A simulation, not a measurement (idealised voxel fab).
Module name: voxel released beams (process module)
cross-section cut | 170 nm wide | cells 5 nm
A cross-section in this document is a grid of square cells, and it is written down as bands, the top band listed before the ones below it; a band is made up of one or more rows of cells.
First you get the band's top height and its bottom height, in nm, and then the materials it's made of, left to right, with each width in nm. If you see a single material with "everywhere", that one covers the band edge to edge. "blank" is empty space.
Height 0 is the level under which the wafer as received is all one material. The lowest band goes on downwards, as in "0 -> down".
So if you see something like "30 to 40" for the width, read it as the top row of the band sitting at the first number and the bottom row at the second, with every row in between moving by the same amount as the last.
Take "nothing changed" at face value: in the step it is given for, the cross-section changed in none of its cells.
Closed empty spaces (no open way to the top) of 8 cells or more are what "Trapped voids" lists, each as width x height at distance from the left edge, nm for all three.
Note: text after step settings on the step line = simulator remark on that step.
You can add "overlay nm" to a step's line. For a step with a mask, it describes how far the mask lay to the right of its planned position, and a negative number describes a lay to the left.

[Planned step list for the process]
- 1: RECEIVE, material Si
- 2: CONFORMAL_DEP, material Al2O3, thk nm 5
- 3: DIRECTIONAL_DEP, material SiO2, thk nm 10
- 4: DIRECTIONAL_DEP, material aC, thk nm 10
- 5: PATTERN, tone open, mask id ANCHOR, material resist, width nm 35, thk nm 25, overlay nm 0
- 6: DIRECTIONAL_ETCH, etch materials aC, depth nm 10
- 7: STRIP, etch materials resist
- 8: DIRECTIONAL_ETCH, etch materials SiO2, depth nm 10
- 9: STRIP, etch materials aC
- 10: CONFORMAL_DEP, material SiN, thk nm 10
- 11: DIRECTIONAL_DEP, material aC, thk nm 10
- 12: PATTERN, tone cover, mask id BEAM, material resist, width nm 90, thk nm 30, overlay nm -15
- 13: DIRECTIONAL_ETCH, etch materials aC, depth nm 10
- 14: STRIP, etch materials resist
- 15: DIRECTIONAL_ETCH, etch materials SiN, depth nm 10
- 16: STRIP, etch materials aC
- 17: STRIP, etch materials SiO2
It is noted that the wafers described herein are identical at the outset and are distinguished by the overlay nm of step 12; the value stated in the plan corresponds to the first wafer.

[First of several wafers (as received, post step 1), cross-sectional view]
* 0 -> down: Si everywhere
* Trapped voids: none

[After the module's final step, step 17: the first of several wafers in cross-section]
* 25 -> 15: 20 blank, 30 SiN, 15 blank, 45 SiN, 60 blank
* 15 -> 5: 40 blank, 35 SiN, 95 blank
* 5 -> 0: Al2O3 everywhere
* 0 -> down: Si everywhere
* Trapped voids: none

[last wafer at the end]
* 25 -> 15: 65 blank, 75 SiN, 30 blank
* 15 -> 5: 40 blank, 35 SiN, 95 blank
* 5 -> 0: Al2O3 everywhere
* 0 -> down: Si everywhere
* Trapped voids: none

[Below: a row per wafer. Contents at end of module: for every material, cells gained since receipt (+) or lost since receipt (-); then closed voids]
overlay nm -15; +34 Al2O3; +44 SiN; Trapped voids: none
overlay nm -10; +34 Al2O3; +44 SiN; Trapped voids: none
overlay nm -5; +34 Al2O3; +44 SiN; Trapped voids: none
overlay nm 0; +34 Al2O3; +44 SiN; Trapped voids: none
overlay nm 5; +34 Al2O3; +44 SiN; Trapped voids: none
overlay nm 10; +34 Al2O3; +44 SiN; Trapped voids: none
overlay nm 15; +34 Al2O3; +44 SiN; Trapped voids: none
